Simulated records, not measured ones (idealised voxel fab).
The document below concerns the process module designated voxel released beams.
Square cells of 5 nm make up the cross-section cut, whose width is 210 nm.
In this document a cross-section is written as a grid of square cells. It is given as a series of bands, listed from the top down, and a band is one or more rows of cells.
Top height, bottom height, nm. Materials left to right, width each, nm. Single material + "everywhere" = fills band edge to edge. "blank" = empty.
Ref level 0: as-received wafer is one material below here. Bottom band extends down with no lower bound ("0 nm and below").
With a width like "30..40", each row of cells in the band differs from the next by the same amount, the top row carrying the first number and the bottom row the second.
Basically "no alteration" means that step didn't change any cell in the cross-section.
Closed empty spaces (no open way to the top) of 8 cells or more are what "Voids, fully enclosed" lists, each as width x height at distance from the left edge, nm for all three.
Note: text after step settings on the step line = simulator remark on that step.
Among the settings permitted on a step's line is "overlay nm"; applied to a step with a mask, it specifies the extent to which the mask lay to the right of its planned position, whereas a negative figure signifies a position to the left.
## This section lists the process steps that were planned
1 RECEIVE | material Si
2 CONFORMAL_DEP | material Al2O3 | thk nm 10
3 DIRECTIONAL_DEP | material SiO2 | thk nm 10
4 PATTERN | tone open | mask id ANCHOR | material resist | width nm 25 | thk nm 15 | overlay nm 0
5 DIRECTIONAL_ETCH | etch materials SiO2 | depth nm 10
6 STRIP | etch materials resist
7 CONFORMAL_DEP | material SiN | thk nm 15
8 PATTERN | tone cover | mask id BEAM | material resist | width nm 105 | thk nm 15 | overlay nm 0
9 DIRECTIONAL_ETCH | etch materials SiN | depth nm 15
10 STRIP | etch materials resist
11 STRIP | etch materials SiO2
For clarity, it should be stated that the wafers under discussion commence in an identical condition and differ with respect to the width nm of step 4, the plan indicating the value that the first wafer had.
## As received, i.e. after step 1: cross-section through the first of several wafers
  0 nm and below | Si everywhere
  Voids, fully enclosed: none
## Cross-section after step 11, the final step of the module, for the first of several wafers
  35 nm to 20 nm | blank=50 / SiN=105 / blank=55
  20 nm to 10 nm | blank=60 / SiN=25 / blank=125
  10 nm to 0 nm | Al2O3 everywhere
  0 nm and below | Si everywhere
  Voids, fully enclosed: none
## X-section, last wafer, module end
  35 nm to 25 nm | blank=50 / SiN=15 / blank=20 / SiN=70 / blank=55
  25 nm to 20 nm | blank=50 / SiN=105 / blank=55
  20 nm to 10 nm | blank=50 / SiN=50 / blank=110
  10 nm to 0 nm | Al2O3 everywhere
  0 nm and below | Si everywhere
  Voids, fully enclosed: none
## Per-wafer rows below. For each material: cells gained (+) or lost (-) since the wafer was received, as of end of module. Then: closed voids
width nm 25; +84 Al2O3; +73 SiN; Voids, fully enclosed: none
width nm 30; +84 Al2O3; +75 SiN; Voids, fully enclosed: none
width nm 35; +84 Al2O3; +75 SiN; Voids, fully enclosed: none
width nm 40; +84 Al2O3; +75 SiN; Voids, fully enclosed: none
width nm 45; +84 Al2O3; +75 SiN; Voids, fully enclosed: none
width nm 50; +84 Al2O3; +75 SiN; Voids, fully enclosed: none
